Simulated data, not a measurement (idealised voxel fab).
Process module, titled voxel self aligned vias
This is section cut - it's 225 nm across, gridded in 5 nm square cells.
Cross-section, as written here: a square-cell grid given band by band from the top down, where a band holds one or more rows of cells. For a band, the entry starts with two heights in nm, that of the top and then that of the bottom, and carries on with the band's materials in order from left to right, each alongside its width in nm; the word "full width" beside a single material means it fills the band edge to edge, and "air" means empty space. Basically, 0 is our baseline, since under it the wafer straight out of the box is all one material. The bottom band has no lower end and keeps on going down, so it looks like "0..down". Read "30->40" as a graded width: first number on top, second number at the bottom, same change between each pair of neighbouring rows. Key: "nothing changed" - step with no changed cell in the cross-section. Voids not open to the top, 8 cells minimum: see "Closed void catalog". Written width x height at distance; distance is from the left edge; nm. On a step's line, text after the settings is the simulator commenting on that step. You can add "overlay nm" to a step's line. For a step with a mask, it describes how far the mask lay to the right of its planned position, and a negative number describes a lay to the left. Before/after cross-section pairs, one process step each; after shown to lowest changed band; step and settings beneath. Pairs may be from different runs of this module on the same starting wafer; a pair continues from the one above only where its "Pre-processing view" entry says so.
**Pre-processing view**
	0..down | Si full width
	Closed void catalog: none
**Result of Step**
	15..0 | SiO2 full width
	Lower than 0, everything is as it was.
	Closed void catalog: none
Between the cross-sections above, the step performed was CONFORMAL_DEP | material SiO2 | thk nm 15
Pre-processing view: nothing new to draw here, it's the after view of the pair just above.
**Result of Step**
	20..15 | SiCN full width
	Lower than 15, everything is as it was.
	Closed void catalog: none
Between the cross-sections above, the step performed was CONFORMAL_DEP | material SiCN | thk nm 5
Pre-processing view: nothing new to draw here, it's the after view of the pair just above.
**Result of Step**
	45..20 | SiO2 full width
	Lower than 20, everything is as it was.
	Closed void catalog: none
Between the cross-sections above, the step performed was DIRECTIONAL_DEP | material SiO2 | thk nm 25
Pre-processing view: nothing new to draw here, it's the after view of the pair just above.
**Result of Step**
	55..45 | aC full width
	Lower than 45, everything is as it was.
	Closed void catalog: none
Between the cross-sections above, the step performed was DIRECTIONAL_DEP | material aC | thk nm 10
Pre-processing view: nothing new to draw here, it's the after view of the pair just above.
**Result of Step**
	80..55 | resist: 70; air: 30; resist: 25; air: 30; resist: 70
	Lower than 55, everything is as it was.
	Closed void catalog: none
Between the cross-sections above, the step performed was PATTERN | tone open | mask id LINES | material resist | width nm 30 | pitch nm 55 | thk nm 25 | overlay nm 0
Pre-processing view: nothing new to draw here, it's the after view of the pair just above.
**Result of Step**
	70..55 | resist: 70; air: 30; resist: 25; air: 30; resist: 70
	55..45 | aC: 70; air: 30; aC: 25; air: 30; aC: 70
	Lower than 45, everything is as it was.
	Closed void catalog: none
Between the cross-sections above, the step performed was DIRECTIONAL_ETCH | etch materials aC | depth nm 10
Pre-processing view: nothing new to draw here, it's the after view of the pair just above.
**Result of Step**
	55..45 | aC: 70; air: 30; aC: 25; air: 30; aC: 70
	Lower than 45, everything is as it was.
	Closed void catalog: none
Between the cross-sections above, the step performed was STRIP | etch materials resist
Pre-processing view: nothing new to draw here, it's the after view of the pair just above.
**Result of Step**
	55..45 | aC: 70; air: 30; aC: 25; air: 30; aC: 70
	45..20 | SiO2: 70; air: 30; SiO2: 25; air: 30; SiO2: 70
	Lower than 20, everything is as it was.
	Closed void catalog: none
Between the cross-sections above, the step performed was DIRECTIONAL_ETCH | etch materials SiO2 | depth nm 25
Pre-processing view: nothing new to draw here, it's the after view of the pair just above.
**Result of Step**
	45..20 | SiO2: 70; air: 30; SiO2: 25; air: 30; SiO2: 70
	Lower than 20, everything is as it was.
	Closed void catalog: none
Between the cross-sections above, the step performed was STRIP | etch materials aC
Pre-processing view: nothing new to draw here, it's the after view of the pair just above.
**Result of Step**
	50..45 | TiN: 75; air: 20; TiN: 35; air: 20; TiN: 75
	45..25 | SiO2: 70; TiN: 5; air: 20; TiN: 5; SiO2: 25; TiN: 5; air: 20; TiN: 5; SiO2: 70
	25..20 | SiO2: 70; TiN: 30; SiO2: 25; TiN: 30; SiO2: 70
	Lower than 20, everything is as it was.
	Closed void catalog: none
Between the cross-sections above, the step performed was CONFORMAL_DEP | material TiN | thk nm 5
Pre-processing view: nothing new to draw here, it's the after view of the pair just above.
**Result of Step**
	60..50 | Ru full width
	50..45 | TiN: 75; Ru: 20; TiN: 35; Ru: 20; TiN: 75
	45..25 | SiO2: 70; TiN: 5; Ru: 20; TiN: 5; SiO2: 25; TiN: 5; Ru: 20; TiN: 5; SiO2: 70
	Lower than 25, everything is as it was.
	Closed void catalog: none
Between the cross-sections above, the step performed was FILL_DEP | material Ru | thk nm 10
Pre-processing view: nothing new to draw here, it's the after view of the pair just above.
**Result of Step**
	45..25 | SiO2: 70; TiN: 5; Ru: 20; TiN: 5; SiO2: 25; TiN: 5; Ru: 20; TiN: 5; SiO2: 70
	Lower than 25, everything is as it was.
	Closed void catalog: none
Between the cross-sections above, the step performed was CMP | height nm 45
Pre-processing view: nothing new to draw here, it's the after view of the pair just above.
**Result of Step**
	45..35 | SiO2: 70; air: 30; SiO2: 25; air: 30; SiO2: 70
	Lower than 35, everything is as it was.
	Closed void catalog: none
Between the cross-sections above, the step performed was SELECTIVE_ETCH | etch materials W Ru TiN | depth nm 10
Pre-processing view: nothing new to draw here, it's the after view of the pair just above.
**Result of Step**
	55..45 | SiN full width
	45..35 | SiO2: 70; SiN: 30; SiO2: 25; SiN: 30; SiO2: 70
	Lower than 35, everything is as it was.
	Closed void catalog: none
Between the cross-sections above, the step performed was FILL_DEP | material SiN | thk nm 10
Pre-processing view: nothing new to draw here, it's the after view of the pair just above.
**Result of Step**
	45..35 | SiO2: 70; SiN: 30; SiO2: 25; SiN: 30; SiO2: 70
	Lower than 35, everything is as it was.
	Closed void catalog: none
Between the cross-sections above, the step performed was CMP | height nm 45
Pre-processing view: nothing new to draw here, it's the after view of the pair just above.
**Result of Step**
	60..45 | SiO2 full width
	Lower than 45, everything is as it was.
	Closed void catalog: none
Between the cross-sections above, the step performed was DIRECTIONAL_DEP | material SiO2 | thk nm 15
Pre-processing view: nothing new to draw here, it's the after view of the pair just above.
**Result of Step**
	75..60 | aC full width
	Lower than 60, everything is as it was.
	Closed void catalog: none
Between the cross-sections above, the step performed was DIRECTIONAL_DEP | material aC | thk nm 15
Pre-processing view: nothing new to draw here, it's the after view of the pair just above.
**Result of Step**
	110..75 | resist: 65; air: 40; resist: 120
	Lower than 75, everything is as it was.
	Closed void catalog: none
Between the cross-sections above, the step performed was PATTERN | tone open | mask id VIAS | material resist | width nm 40 | thk nm 35 | overlay nm 0
Pre-processing view: nothing new to draw here, it's the after view of the pair just above.
**Result of Step**
	95..75 | resist: 65; air: 40; resist: 120
	75..60 | aC: 65; air: 40; aC: 120
	Lower than 60, everything is as it was.
	Closed void catalog: none
Between the cross-sections above, the step performed was DIRECTIONAL_ETCH | etch materials aC | depth nm 15
Pre-processing view: nothing new to draw here, it's the after view of the pair just above.
**Result of Step**
	75..60 | aC: 65; air: 40; aC: 120
	Lower than 60, everything is as it was.
	Closed void catalog: none
Between the cross-sections above, the step performed was STRIP | etch materials resist
Pre-processing view: nothing new to draw here, it's the after view of the pair just above.
**Result of Step**
	75..60 | aC: 65; air: 40; aC: 120
	60..45 | SiO2: 65; air: 40; SiO2: 120
	Lower than 45, everything is as it was.
	Closed void catalog: none
Between the cross-sections above, the step performed was DIRECTIONAL_ETCH | etch materials SiO2 | depth nm 15
Pre-processing view: nothing new to draw here, it's the after view of the pair just above.
**Result of Step**
	75..60 | aC: 65; air: 40; aC: 120
	60..45 | SiO2: 65; air: 40; SiO2: 120
	45..35 | SiO2: 70; air: 30; SiO2: 25; SiN: 30; SiO2: 70
	Lower than 35, everything is as it was.
	Closed void catalog: none
Between the cross-sections above, the step performed was DIRECTIONAL_ETCH | etch materials SiN | depth nm 10
Pre-processing view: nothing new to draw here, it's the after view of the pair just above.
**Result of Step**
	60..45 | SiO2: 65; air: 40; SiO2: 120
	Lower than 45, everything is as it was.
	Closed void catalog: none
Between the cross-sections above, the step performed was STRIP | etch materials aC
Pre-processing view: nothing new to draw here, it's the after view of the pair just above.
**Result of Step**
	65..60 | TiN: 70; air: 30; TiN: 125
	60..50 | SiO2: 65; TiN: 5; air: 30; TiN: 5; SiO2: 120
	50..45 | SiO2: 65; TiN: 10; air: 20; TiN: 10; SiO2: 120
	45..40 | SiO2: 70; TiN: 5; air: 20; TiN: 5; SiO2: 25; SiN: 30; SiO2: 70
	40..35 | SiO2: 70; TiN: 30; SiO2: 25; SiN: 30; SiO2: 70
	Lower than 35, everything is as it was.
	Closed void catalog: none
Between the cross-sections above, the step performed was CONFORMAL_DEP | material TiN | thk nm 5
Pre-processing view: nothing new to draw here, it's the after view of the pair just above.
**Result of Step**
	75..65 | Ru full width
	65..60 | TiN: 70; Ru: 30; TiN: 125
	60..50 | SiO2: 65; TiN: 5; Ru: 30; TiN: 5; SiO2: 120
	50..45 | SiO2: 65; TiN: 10; Ru: 20; TiN: 10; SiO2: 120
	45..40 | SiO2: 70; TiN: 5; Ru: 20; TiN: 5; SiO2: 25; SiN: 30; SiO2: 70
	Lower than 40, everything is as it was.
	Closed void catalog: none
Between the cross-sections above, the step performed was FILL_DEP | material Ru | thk nm 10
Pre-processing view: nothing new to draw here, it's the after view of the pair just above.
**Result of Step**
	60..50 | SiO2: 65; TiN: 5; Ru: 30; TiN: 5; SiO2: 120
	Lower than 50, everything is as it was.
	Closed void catalog: none
Between the cross-sections above, the step performed was CMP | height nm 60
Pre-processing view: nothing new to draw here, it's the after view of the pair just above.
**Result of Step**
	65..60 | SiN full width
	Lower than 60, everything is as it was.
	Closed void catalog: none
Between the cross-sections above, the step performed was CONFORMAL_DEP | material SiN | thk nm 5
**Pre-processing view**
	15..0 | SiO2 full width
	0..down | Si full width
	Closed void catalog: none
**Result of Step**
	40..0 | SiO2 full width
	Lower than 0, everything is as it was.
	Closed void catalog: none
Between the cross-sections above, the step performed was DIRECTIONAL_DEP | material SiO2 | thk nm 25
Pre-processing view: nothing new to draw here, it's the after view of the pair just above.
**Result of Step**
	50..40 | aC full width
	Lower than 40, everything is as it was.
	Closed void catalog: none
Between the cross-sections above, the step performed was DIRECTIONAL_DEP | material aC | thk nm 10
Pre-processing view: nothing new to draw here, it's the after view of the pair just above.
**Result of Step**
	75..50 | resist: 70; air: 30; resist: 25; air: 30; resist: 70
	Lower than 50, everything is as it was.
	Closed void catalog: none
Between the cross-sections above, the step performed was PATTERN | tone open | mask id LINES | material resist | width nm 30 | pitch nm 55 | thk nm 25 | overlay nm 0
Pre-processing view: nothing new to draw here, it's the after view of the pair just above.
**Result of Step**
	65..50 | resist: 70; air: 30; resist: 25; air: 30; resist: 70
	50..40 | aC: 70; air: 30; aC: 25; air: 30; aC: 70
	Lower than 40, everything is as it was.
	Closed void catalog: none
Between the cross-sections above, the step performed was DIRECTIONAL_ETCH | etch materials aC | depth nm 10
Pre-processing view: nothing new to draw here, it's the after view of the pair just above.
**Result of Step**
	50..40 | aC: 70; air: 30; aC: 25; air: 30; aC: 70
	Lower than 40, everything is as it was.
	Closed void catalog: none
Between the cross-sections above, the step performed was STRIP | etch materials resist
Pre-processing view: nothing new to draw here, it's the after view of the pair just above.
**Result of Step**
	50..40 | aC: 70; air: 30; aC: 25; air: 30; aC: 70
	40..15 | SiO2: 70; air: 30; SiO2: 25; air: 30; SiO2: 70
	Lower than 15, everything is as it was.
	Closed void catalog: none
Between the cross-sections above, the step performed was DIRECTIONAL_ETCH | etch materials SiO2 | depth nm 25
Pre-processing view: nothing new to draw here, it's the after view of the pair just above.
**Result of Step**
	40..15 | SiO2: 70; air: 30; SiO2: 25; air: 30; SiO2: 70
	Lower than 15, everything is as it was.
	Closed void catalog: none
Between the cross-sections above, the step performed was STRIP | etch materials aC
Pre-processing view: nothing new to draw here, it's the after view of the pair just above.
**Result of Step**
	45..40 | TiN: 75; air: 20; TiN: 35; air: 20; TiN: 75
	40..20 | SiO2: 70; TiN: 5; air: 20; TiN: 5; SiO2: 25; TiN: 5; air: 20; TiN: 5; SiO2: 70
	20..15 | SiO2: 70; TiN: 30; SiO2: 25; TiN: 30; SiO2: 70
	Lower than 15, everything is as it was.
	Closed void catalog: none
Between the cross-sections above, the step performed was CONFORMAL_DEP | material TiN | thk nm 5
Pre-processing view: nothing new to draw here, it's the after view of the pair just above.
**Result of Step**
	55..45 | Ru full width
	45..40 | TiN: 75; Ru: 20; TiN: 35; Ru: 20; TiN: 75
	40..20 | SiO2: 70; TiN: 5; Ru: 20; TiN: 5; SiO2: 25; TiN: 5; Ru: 20; TiN: 5; SiO2: 70
	Lower than 20, everything is as it was.
	Closed void catalog: none
Between the cross-sections above, the step performed was FILL_DEP | material Ru | thk nm 10
Pre-processing view: nothing new to draw here, it's the after view of the pair just above.
**Result of Step**
	45..40 | TiN: 75; Ru: 20; TiN: 35; Ru: 20; TiN: 75
	Lower than 40, everything is as it was.
	Closed void catalog: none
Between the cross-sections above, the step performed was CMP | height nm 45
Pre-processing view: nothing new to draw here, it's the after view of the pair just above.
**Result of Step**
	40..35 | SiO2: 70; air: 30; SiO2: 25; air: 30; SiO2: 70
	Lower than 35, everything is as it was.
	Closed void catalog: none
Between the cross-sections above, the step performed was SELECTIVE_ETCH | etch materials W Ru TiN | depth nm 10
Pre-processing view: nothing new to draw here, it's the after view of the pair just above.
**Result of Step**
	50..40 | SiN full width
	40..35 | SiO2: 70; SiN: 30; SiO2: 25; SiN: 30; SiO2: 70
	Lower than 35, everything is as it was.
	Closed void catalog: none
Between the cross-sections above, the step performed was FILL_DEP | material SiN | thk nm 10
Pre-processing view: nothing new to draw here, it's the after view of the pair just above.
**Result of Step**
	45..40 | SiN full width
	Lower than 40, everything is as it was.
	Closed void catalog: none
Between the cross-sections above, the step performed was CMP | height nm 45
Pre-processing view: nothing new to draw here, it's the after view of the pair just above.
**Result of Step**
	60..45 | SiO2 full width
	Lower than 45, everything is as it was.
	Closed void catalog: none
Between the cross-sections above, the step performed was DIRECTIONAL_DEP | material SiO2 | thk nm 15
Pre-processing view: nothing new to draw here, it's the after view of the pair just above.
**Result of Step**
	75..60 | aC full width
	Lower than 60, everything is as it was.
	Closed void catalog: none
Between the cross-sections above, the step performed was DIRECTIONAL_DEP | material aC | thk nm 15
Pre-processing view: nothing new to draw here, it's the after view of the pair just above.
**Result of Step**
	110..75 | resist: 65; air: 40; resist: 120
	Lower than 75, everything is as it was.
	Closed void catalog: none
Between the cross-sections above, the step performed was PATTERN | tone open | mask id VIAS | material resist | width nm 40 | thk nm 35 | overlay nm 0
Pre-processing view: nothing new to draw here, it's the after view of the pair just above.
**Result of Step**
	95..75 | resist: 65; air: 40; resist: 120
	75..60 | aC: 65; air: 40; aC: 120
	Lower than 60, everything is as it was.
	Closed void catalog: none
Between the cross-sections above, the step performed was DIRECTIONAL_ETCH | etch materials aC | depth nm 15
Pre-processing view: nothing new to draw here, it's the after view of the pair just above.
**Result of Step**
	75..60 | aC: 65; air: 40; aC: 120
	Lower than 60, everything is as it was.
	Closed void catalog: none
Between the cross-sections above, the step performed was STRIP | etch materials resist
Pre-processing view: nothing new to draw here, it's the after view of the pair just above.
**Result of Step**
	75..60 | aC: 65; air: 40; aC: 120
	60..45 | SiO2: 65; air: 40; SiO2: 120
	Lower than 45, everything is as it was.
	Closed void catalog: none
Between the cross-sections above, the step performed was DIRECTIONAL_ETCH | etch materials SiO2 | depth nm 15
Pre-processing view: nothing new to draw here, it's the after view of the pair just above.
**Result of Step**
	75..60 | aC: 65; air: 40; aC: 120
	60..45 | SiO2: 65; air: 40; SiO2: 120
	45..40 | SiN: 65; air: 40; SiN: 120
	40..35 | SiO2: 70; air: 30; SiO2: 25; SiN: 30; SiO2: 70
	Lower than 35, everything is as it was.
	Closed void catalog: none
Between the cross-sections above, the step performed was DIRECTIONAL_ETCH | etch materials SiN | depth nm 10
Pre-processing view: nothing new to draw here, it's the after view of the pair just above.
**Result of Step**
	60..45 | SiO2: 65; air: 40; SiO2: 120
	Lower than 45, everything is as it was.
	Closed void catalog: none
Between the cross-sections above, the step performed was STRIP | etch materials aC
Pre-processing view: nothing new to draw here, it's the after view of the pair just above.
**Result of Step**
	65..60 | TiN: 70; air: 30; TiN: 125
	60..45 | SiO2: 65; TiN: 5; air: 30; TiN: 5; SiO2: 120
	45..40 | SiN: 65; TiN: 10; air: 20; TiN: 10; SiN: 120
	40..35 | SiO2: 70; TiN: 30; SiO2: 25; SiN: 30; SiO2: 70
	Lower than 35, everything is as it was.
	Closed void catalog: none
Between the cross-sections above, the step performed was CONFORMAL_DEP | material TiN | thk nm 5
Pre-processing view: nothing new to draw here, it's the after view of the pair just above.
**Result of Step**
	75..65 | Ru full width
	65..60 | TiN: 70; Ru: 30; TiN: 125
	60..45 | SiO2: 65; TiN: 5; Ru: 30; TiN: 5; SiO2: 120
	45..40 | SiN: 65; TiN: 10; Ru: 20; TiN: 10; SiN: 120
	Lower than 40, everything is as it was.
	Closed void catalog: none
Between the cross-sections above, the step performed was FILL_DEP | material Ru | thk nm 10
Pre-processing view: nothing new to draw here, it's the after view of the pair just above.
**Result of Step**
	60..45 | SiO2: 65; TiN: 5; Ru: 30; TiN: 5; SiO2: 120
	Lower than 45, everything is as it was.
	Closed void catalog: none
Between the cross-sections above, the step performed was CMP | height nm 60
Pre-processing view: nothing new to draw here, it's the after view of the pair just above.
**Result of Step**
	65..60 | SiN full width
	Lower than 60, everything is as it was.
	Closed void catalog: none
Between the cross-sections above, the step performed was CONFORMAL_DEP | material SiN | thk nm 5
**Pre-processing view**
	75..60 | aC: 65; air: 40; aC: 120
	60..45 | SiO2: 65; air: 40; SiO2: 120
	45..35 | SiO2: 70; SiN: 30; SiO2: 25; SiN: 30; SiO2: 70
	35..25 | SiO2: 70; TiN: 5; Ru: 20; TiN: 5; SiO2: 25; TiN: 5; Ru: 20; TiN: 5; SiO2: 70
	25..20 | SiO2: 70; TiN: 30; SiO2: 25; TiN: 30; SiO2: 70
	20..15 | SiCN full width
	15..0 | SiO2 full width
	0..down | Si full width
	Closed void catalog: none
**Result of Step**
	75..60 | aC: 65; air: 40; aC: 120
	60..45 | SiO2: 65; air: 40; SiO2: 120
	45..35 | SiO2: 65; air: 5; SiN: 30; air: 5; SiO2: 20; SiN: 30; SiO2: 70
	35..30 | SiO2: 65; air: 5; TiN: 5; Ru: 20; TiN: 5; air: 5; SiO2: 20; TiN: 5; Ru: 20; TiN: 5; SiO2: 70
	Lower than 30, everything is as it was.
	Closed void catalog: none
Between the cross-sections above, the step performed was DIRECTIONAL_ETCH | etch materials SiO2 | depth nm 15
Pre-processing view: nothing new to draw here, it's the after view of the pair just above.
**Result of Step**
	75..60 | aC: 65; air: 40; aC: 120
	60..45 | SiO2: 65; air: 40; SiO2: 120
	45..35 | SiO2: 65; air: 40; SiO2: 20; SiN: 30; SiO2: 70
	Lower than 35, everything is as it was.
	Closed void catalog: none
Between the cross-sections above, the step performed was DIRECTIONAL_ETCH | etch materials SiN | depth nm 10
Pre-processing view: nothing new to draw here, it's the after view of the pair just above.
**Result of Step**
	60..45 | SiO2: 65; air: 40; SiO2: 120
	Lower than 45, everything is as it was.
	Closed void catalog: none
Between the cross-sections above, the step performed was STRIP | etch materials aC
Pre-processing view: nothing new to draw here, it's the after view of the pair just above.
**Result of Step**
	65..60 | TiN: 70; air: 30; TiN: 125
	60..45 | SiO2: 65; TiN: 5; air: 30; TiN: 5; SiO2: 120
	45..40 | SiO2: 65; TiN: 5; air: 30; TiN: 5; SiO2: 20; SiN: 30; SiO2: 70
	40..35 | SiO2: 65; TiN: 40; SiO2: 20; SiN: 30; SiO2: 70
	35..25 | SiO2: 65->70; TiN: 10->5; Ru: 20; TiN: 10->5; SiO2: 20->25; TiN: 5; Ru: 20; TiN: 5; SiO2: 70
	Lower than 25, everything is as it was.
	Closed void catalog: none
Between the cross-sections above, the step performed was CONFORMAL_DEP | material TiN | thk nm 5
Pre-processing view: nothing new to draw here, it's the after view of the pair just above.
**Result of Step**
	75..65 | Ru full width
	65..60 | TiN: 70; Ru: 30; TiN: 125
	60..45 | SiO2: 65; TiN: 5; Ru: 30; TiN: 5; SiO2: 120
	45..40 | SiO2: 65; TiN: 5; Ru: 30; TiN: 5; SiO2: 20; SiN: 30; SiO2: 70
	Lower than 40, everything is as it was.
	Closed void catalog: none
Between the cross-sections above, the step performed was FILL_DEP | material Ru | thk nm 10
Pre-processing view: nothing new to draw here, it's the after view of the pair just above.
**Result of Step**
	60..45 | SiO2: 65; TiN: 5; Ru: 30; TiN: 5; SiO2: 120
	Lower than 45, everything is as it was.
	Closed void catalog: none
Between the cross-sections above, the step performed was CMP | height nm 60
Pre-processing view: nothing new to draw here, it's the after view of the pair just above.
**Result of Step**
	65..60 | SiN full width
	Lower than 60, everything is as it was.
	Closed void catalog: none
Between the cross-sections above, the step performed was CONFORMAL_DEP | material SiN | thk nm 5
**Pre-processing view**
	40..0 | SiO2 full width
	0..down | Si full width
	Closed void catalog: none
**Result of Step**
	45..40 | SiCN full width
	Lower than 40, everything is as it was.
	Closed void catalog: none
Between the cross-sections above, the step performed was CONFORMAL_DEP | material SiCN | thk nm 5
Pre-processing view: nothing new to draw here, it's the after view of the pair just above.
**Result of Step**
	55..45 | aC full width
	Lower than 45, everything is as it was.
	Closed void catalog: none
Between the cross-sections above, the step performed was DIRECTIONAL_DEP | material aC | thk nm 10
Pre-processing view: nothing new to draw here, it's the after view of the pair just above.
**Result of Step**
	80..55 | resist: 70; air: 30; resist: 25; air: 30; resist: 70
	Lower than 55, everything is as it was.
	Closed void catalog: none
Between the cross-sections above, the step performed was PATTERN | tone open | mask id LINES | material resist | width nm 30 | pitch nm 55 | thk nm 25 | overlay nm 0
Pre-processing view: nothing new to draw here, it's the after view of the pair just above.
**Result of Step**
	70..55 | resist: 70; air: 30; resist: 25; air: 30; resist: 70
	55..45 | aC: 70; air: 30; aC: 25; air: 30; aC: 70
	Lower than 45, everything is as it was.
	Closed void catalog: none
Between the cross-sections above, the step performed was DIRECTIONAL_ETCH | etch materials aC | depth nm 10
Pre-processing view: nothing new to draw here, it's the after view of the pair just above.
**Result of Step**
	55..45 | aC: 70; air: 30; aC: 25; air: 30; aC: 70
	Lower than 45, everything is as it was.
	Closed void catalog: none
Between the cross-sections above, the step performed was STRIP | etch materials resist
Pre-processing view: nothing new to draw here, it's the after view of the pair just above.
**Result of Step**
	45..40 | SiCN full width
	Lower than 40, everything is as it was.
	Closed void catalog: none
Between the cross-sections above, the step performed was STRIP | etch materials aC
Pre-processing view: nothing new to draw here, it's the after view of the pair just above.
**Result of Step**
	50..45 | TiN full width
	Lower than 45, everything is as it was.
	Closed void catalog: none
Between the cross-sections above, the step performed was CONFORMAL_DEP | material TiN | thk nm 5
Pre-processing view: nothing new to draw here, it's the after view of the pair just above.
**Result of Step**
	60..50 | Ru full width
	Lower than 50, everything is as it was.
	Closed void catalog: none
Between the cross-sections above, the step performed was FILL_DEP | material Ru | thk nm 10
Pre-processing view: nothing new to draw here, it's the after view of the pair just above.
**Result of Step**
	45..40 | SiCN full width
	Lower than 40, everything is as it was.
	Closed void catalog: none
Between the cross-sections above, the step performed was CMP | height nm 45
Pre-processing view: nothing new to draw here, it's the after view of the pair just above.
**Result of Step**
	55..45 | SiN full width
	Lower than 45, everything is as it was.
	Closed void catalog: none
Between the cross-sections above, the step performed was FILL_DEP | material SiN | thk nm 10
Pre-processing view: nothing new to draw here, it's the after view of the pair just above.
**Result of Step**
	45..40 | SiCN full width
	Lower than 40, everything is as it was.
	Closed void catalog: none
Between the cross-sections above, the step performed was CMP | height nm 45
Pre-processing view: nothing new to draw here, it's the after view of the pair just above.
**Result of Step**
	60..45 | SiO2 full width
	Lower than 45, everything is as it was.
	Closed void catalog: none
Between the cross-sections above, the step performed was DIRECTIONAL_DEP | material SiO2 | thk nm 15
Pre-processing view: nothing new to draw here, it's the after view of the pair just above.
**Result of Step**
	75..60 | aC full width
	Lower than 60, everything is as it was.
	Closed void catalog: none
Between the cross-sections above, the step performed was DIRECTIONAL_DEP | material aC | thk nm 15
Pre-processing view: nothing new to draw here, it's the after view of the pair just above.
**Result of Step**
	110..75 | resist: 65; air: 40; resist: 120
	Lower than 75, everything is as it was.
	Closed void catalog: none
Between the cross-sections above, the step performed was PATTERN | tone open | mask id VIAS | material resist | width nm 40 | thk nm 35 | overlay nm 0
Pre-processing view: nothing new to draw here, it's the after view of the pair just above.
**Result of Step**
	95..75 | resist: 65; air: 40; resist: 120
	75..60 | aC: 65; air: 40; aC: 120
	Lower than 60, everything is as it was.
	Closed void catalog: none
Between the cross-sections above, the step performed was DIRECTIONAL_ETCH | etch materials aC | depth nm 15
Pre-processing view: nothing new to draw here, it's the after view of the pair just above.
**Result of Step**
	75..60 | aC: 65; air: 40; aC: 120
	Lower than 60, everything is as it was.
	Closed void catalog: none
Between the cross-sections above, the step performed was STRIP | etch materials resist
Pre-processing view: nothing new to draw here, it's the after view of the pair just above.
**Result of Step**
	75..60 | aC: 65; air: 40; aC: 120
	60..45 | SiO2: 65; air: 40; SiO2: 120
	Lower than 45, everything is as it was.
	Closed void catalog: none
Between the cross-sections above, the step performed was DIRECTIONAL_ETCH | etch materials SiO2 | depth nm 15
Pre-processing view: nothing new to draw here, it's the after view of the pair just above.
**Result of Step**
	60..45 | SiO2: 65; air: 40; SiO2: 120
	Lower than 45, everything is as it was.
	Closed void catalog: none
Between the cross-sections above, the step performed was STRIP | etch materials aC
Pre-processing view: nothing new to draw here, it's the after view of the pair just above.
**Result of Step**
	65..60 | TiN: 70; air: 30; TiN: 125
	60..50 | SiO2: 65; TiN: 5; air: 30; TiN: 5; SiO2: 120
	50..45 | SiO2: 65; TiN: 40; SiO2: 120
	Lower than 45, everything is as it was.
	Closed void catalog: none
Between the cross-sections above, the step performed was CONFORMAL_DEP | material TiN | thk nm 5
Pre-processing view: nothing new to draw here, it's the after view of the pair just above.
**Result of Step**
	75..65 | Ru full width
	65..60 | TiN: 70; Ru: 30; TiN: 125
	60..50 | SiO2: 65; TiN: 5; Ru: 30; TiN: 5; SiO2: 120
	Lower than 50, everything is as it was.
	Closed void catalog: none
Between the cross-sections above, the step performed was FILL_DEP | material Ru | thk nm 10
Pre-processing view: nothing new to draw here, it's the after view of the pair just above.
**Result of Step**
	60..50 | SiO2: 65; TiN: 5; Ru: 30; TiN: 5; SiO2: 120
	Lower than 50, everything is as it was.
	Closed void catalog: none
Between the cross-sections above, the step performed was CMP | height nm 60
Pre-processing view: nothing new to draw here, it's the after view of the pair just above.
**Result of Step**
	65..60 | SiN full width
	Lower than 60, everything is as it was.
	Closed void catalog: none
Between the cross-sections above, the step performed was CONFORMAL_DEP | material SiN | thk nm 5
**Pre-processing view**
	20..15 | SiCN full width
	15..0 | SiO2 full width
	0..down | Si full width
	Closed void catalog: none
**Result of Step**
	35..20 | SiO2 full width
	Lower than 20, everything is as it was.
	Closed void catalog: none
Between the cross-sections above, the step performed was DIRECTIONAL_DEP | material SiO2 | thk nm 15
Pre-processing view: nothing new to draw here, it's the after view of the pair just above.
**Result of Step**
	45..35 | aC full width
	Lower than 35, everything is as it was.
	Closed void catalog: none
Between the cross-sections above, the step performed was DIRECTIONAL_DEP | material aC | thk nm 10
Pre-processing view: nothing new to draw here, it's the after view of the pair just above.
**Result of Step**
	70..45 | resist: 70; air: 30; resist: 25; air: 30; resist: 70
	Lower than 45, everything is as it was.
	Closed void catalog: none
Between the cross-sections above, the step performed was PATTERN | tone open | mask id LINES | material resist | width nm 30 | pitch nm 55 | thk nm 25 | overlay nm 0
Pre-processing view: nothing new to draw here, it's the after view of the pair just above.
**Result of Step**
	60..45 | resist: 70; air: 30; resist: 25; air: 30; resist: 70
	45..35 | aC: 70; air: 30; aC: 25; air: 30; aC: 70
	Lower than 35, everything is as it was.
	Closed void catalog: none
Between the cross-sections above, the step performed was DIRECTIONAL_ETCH | etch materials aC | depth nm 10
Pre-processing view: nothing new to draw here, it's the after view of the pair just above.
**Result of Step**
	45..35 | aC: 70; air: 30; aC: 25; air: 30; aC: 70
	Lower than 35, everything is as it was.
	Closed void catalog: none
Between the cross-sections above, the step performed was STRIP | etch materials resist
Pre-processing view: nothing new to draw here, it's the after view of the pair just above.
**Result of Step**
	45..35 | aC: 70; air: 30; aC: 25; air: 30; aC: 70
	35..20 | SiO2: 70; air: 30; SiO2: 25; air: 30; SiO2: 70
	Lower than 20, everything is as it was.
	Closed void catalog: none
Between the cross-sections above, the step performed was DIRECTIONAL_ETCH | etch materials SiO2 | depth nm 25
Pre-processing view: nothing new to draw here, it's the after view of the pair just above.
**Result of Step**
	35..20 | SiO2: 70; air: 30; SiO2: 25; air: 30; SiO2: 70
	Lower than 20, everything is as it was.
	Closed void catalog: none
Between the cross-sections above, the step performed was STRIP | etch materials aC
Pre-processing view: nothing new to draw here, it's the after view of the pair just above.
**Result of Step**
	40..35 | TiN: 75; air: 20; TiN: 35; air: 20; TiN: 75
	35..25 | SiO2: 70; TiN: 5; air: 20; TiN: 5; SiO2: 25; TiN: 5; air: 20; TiN: 5; SiO2: 70
	25..20 | SiO2: 70; TiN: 30; SiO2: 25; TiN: 30; SiO2: 70
	Lower than 20, everything is as it was.
	Closed void catalog: none
Between the cross-sections above, the step performed was CONFORMAL_DEP | material TiN | thk nm 5
Pre-processing view: nothing new to draw here, it's the after view of the pair just above.
**Result of Step**
	50..40 | Ru full width
	40..35 | TiN: 75; Ru: 20; TiN: 35; Ru: 20; TiN: 75
	35..25 | SiO2: 70; TiN: 5; Ru: 20; TiN: 5; SiO2: 25; TiN: 5; Ru: 20; TiN: 5; SiO2: 70
	Lower than 25, everything is as it was.
	Closed void catalog: none
Between the cross-sections above, the step performed was FILL_DEP | material Ru | thk nm 10
Pre-processing view: nothing new to draw here, it's the after view of the pair just above.
**Result of Step**
	45..40 | Ru full width
	Lower than 40, everything is as it was.
	Closed void catalog: none
Between the cross-sections above, the step performed was CMP | height nm 45
Pre-processing view: nothing new to draw here, it's the after view of the pair just above.
**Result of Step**
	35..25 | SiO2: 70; TiN: 5; Ru: 20; TiN: 5; SiO2: 25; TiN: 5; Ru: 20; TiN: 5; SiO2: 70
	Lower than 25, everything is as it was.
	Closed void catalog: none
Between the cross-sections above, the step performed was SELECTIVE_ETCH | etch materials W Ru TiN | depth nm 10
